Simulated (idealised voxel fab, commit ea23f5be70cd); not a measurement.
Herein follows the process module entitled voxel transistor to metal.
cross-section cut | 175 nm wide | cells 5 nm
Cross-section spec: square-cell grid; bands listed top down; each band is one or more rows.
Per band: top height and bottom height in nm, followed by the left-to-right materials and their widths in nm; "full width" marks a single material spanning edge to edge, "blank" marks empty space.
Convention: height 0 is the level below which the wafer, as received, is all one material. The lowest band does not terminate at the bottom but continues downward, represented as "0 nm and below".
Per-row width for "30->40": begins at first number (top row of band), ends at second number (bottom row), increment between rows held constant.
You'll sometimes find "no alterations made" written for a step, and that's the way of saying that nowhere in the cross-section did a cell change during that step.
This entry, "Fully sealed cavities", enumerates those empty regions of no fewer than 8 cells that possess no open connection to the top. Each region is reported in the form width x height at distance, the distance being taken from the left edge, with all three quantities expressed in nm.
What comes after the settings on a step's line is commentary from the simulator itself on that step.
"overlay nm" denotes, for a step that has a mask, the displacement of the mask to the right of its planned place, with negative values corresponding to the left.

The process steps that were planned are listed below
- 1: RECEIVE, material Si
- 2: CONFORMAL_DEP, material SiO2, thk nm 5
- 3: CONFORMAL_DEP, material SiN, thk nm 15
- 4: PATTERN, tone cover, mask id ACTIVE, material resist, width nm 105, thk nm 20, overlay nm 0
- 5: DIRECTIONAL_ETCH, etch materials SiN, depth nm 15
- 6: DIRECTIONAL_ETCH, etch materials SiO2, depth nm 5
- 7: DIRECTIONAL_ETCH, etch materials Si, depth nm 25
- 8: STRIP, etch materials resist
- 9: FILL_DEP, material SiO2, thk nm 15
- 10: CMP, height nm 20
- 11: SELECTIVE_ETCH, etch materials SiO2, depth nm 5
- 12: STRIP, etch materials SiN
- 13: SELECTIVE_ETCH, etch materials SiO2, depth nm 5
- 14: OXIDIZE, depth nm 5
- 15: DIRECTIONAL_DEP, material polySi, thk nm 20
- 16: DIRECTIONAL_DEP, material SiCN, thk nm 10
- 17: DIRECTIONAL_DEP, material aC, thk nm 15
- 18: PATTERN, tone cover, mask id GATE, material resist, width nm 25, thk nm 30, overlay nm -15
- 19: DIRECTIONAL_ETCH, etch materials aC, depth nm 15
- 20: STRIP, etch materials resist
- 21: DIRECTIONAL_ETCH, etch materials SiCN, depth nm 20
- 22: DIRECTIONAL_ETCH, etch materials polySi, depth nm 30
- 23: STRIP, etch materials aC
- 24: CONFORMAL_DEP, material SiN, thk nm 5
- 25: DIRECTIONAL_ETCH, etch materials SiN, depth nm 5
- 26: DIRECTIONAL_ETCH, etch materials SiO2, depth nm 5
- 27: EPI, material SiGe, thk nm 5
- 28: FILL_DEP, material SiO2, thk nm 5
- 29: CMP, height nm 20
- 30: STRIP, etch materials polySi
- 31: SELECTIVE_ETCH, etch materials SiO2, depth nm 5
- 32: CONFORMAL_DEP, material HfO2, thk nm 5
- 33: CONFORMAL_DEP, material TiN, thk nm 5
- 34: FILL_DEP, material W, thk nm 5
- 35: CMP, height nm 15
- 36: DIRECTIONAL_DEP, material SiO2, thk nm 10
- 37: DIRECTIONAL_DEP, material aC, thk nm 15
- 38: PATTERN, tone open, mask id CONTACT, material resist, width nm 20, pitch nm 75, thk nm 30, overlay nm 0
- 39: DIRECTIONAL_ETCH, etch materials aC, depth nm 15
- 40: STRIP, etch materials resist
- 41: DIRECTIONAL_ETCH, etch materials SiO2, depth nm 25
- 42: STRIP, etch materials aC
- 43: CONFORMAL_DEP, material TiN, thk nm 5
- 44: FILL_DEP, material W, thk nm 5
- 45: CMP, height nm 25
- 46: CONFORMAL_DEP, material SiCN, thk nm 5
- 47: DIRECTIONAL_DEP, material lowk, thk nm 15
- 48: PATTERN, tone open, mask id METAL_1, material resist, width nm 20, pitch nm 75, thk nm 15, overlay nm 0
- 49: DIRECTIONAL_ETCH, etch materials lowk, depth nm 15
- 50: DIRECTIONAL_ETCH, etch materials SiCN, depth nm 5
- 51: STRIP, etch materials resist
- 52: CONFORMAL_DEP, material TiN, thk nm 5
- 53: FILL_DEP, material Ru, thk nm 10
- 54: CMP, height nm 45
- 55: CONFORMAL_DEP, material SiCN, thk nm 5
- 56: DIRECTIONAL_DEP, material lowk, thk nm 25
- 57: DIRECTIONAL_DEP, material aC, thk nm 10
- 58: PATTERN, tone open, mask id METAL_2, material resist, width nm 20, pitch nm 75, thk nm 25, overlay nm 0
- 59: DIRECTIONAL_ETCH, etch materials aC, depth nm 10
- 60: STRIP, etch materials resist
- 61: DIRECTIONAL_ETCH, etch materials lowk, depth nm 15
- 62: STRIP, etch materials aC
- 63: PATTERN, tone open, mask id METAL_2_HOLES, material resist, width nm 15, pitch nm 75, thk nm 20, overlay nm 0
- 64: DIRECTIONAL_ETCH, etch materials lowk, depth nm 10
- 65: DIRECTIONAL_ETCH, etch materials SiCN, depth nm 5
- 66: STRIP, etch materials resist
- 67: CONFORMAL_DEP, material TiN, thk nm 5
- 68: FILL_DEP, material Ru, thk nm 5
- 69: CMP, height nm 75
- 70: CONFORMAL_DEP, material SiCN, thk nm 5
Split variable: overlay nm, step 18. Plan value = first wafer. Wafers start alike.

As-received state after step 1, first of several wafers, cross-section
- 0 nm and below | Si full width
- Fully sealed cavities: none

Below, a row for every wafer. Read it as the end-of-module picture: for each material the wafer shows its cells gained (+) or lost (-) since it was received, and then its closed voids
overlay nm -15, +13 HfO2, +26 Ru, -91 Si, +91 SiCN, +14 SiGe, +10 SiN, +183 SiO2, +79 TiN, +15 W, +220 lowk, Fully sealed cavities: none
overlay nm -10, +13 HfO2, +26 Ru, -91 Si, +91 SiCN, +14 SiGe, +10 SiN, +180 SiO2, +79 TiN, +18 W, +220 lowk, Fully sealed cavities: none
overlay nm -5, +13 HfO2, +26 Ru, -91 Si, +91 SiCN, +14 SiGe, +10 SiN, +180 SiO2, +79 TiN, +18 W, +220 lowk, Fully sealed cavities: none
overlay nm 0, +13 HfO2, +26 Ru, -91 Si, +91 SiCN, +14 SiGe, +10 SiN, +180 SiO2, +79 TiN, +18 W, +220 lowk, Fully sealed cavities: none
overlay nm 5, +13 HfO2, +26 Ru, -91 Si, +91 SiCN, +14 SiGe, +10 SiN, +180 SiO2, +79 TiN, +18 W, +220 lowk, Fully sealed cavities: none
overlay nm 10, +13 HfO2, +26 Ru, -91 Si, +91 SiCN, +14 SiGe, +10 SiN, +180 SiO2, +79 TiN, +18 W, +220 lowk, Fully sealed cavities: none
overlay nm 15, +13 HfO2, +26 Ru, -91 Si, +91 SiCN, +14 SiGe, +10 SiN, +183 SiO2, +79 TiN, +15 W, +220 lowk, Fully sealed cavities: none
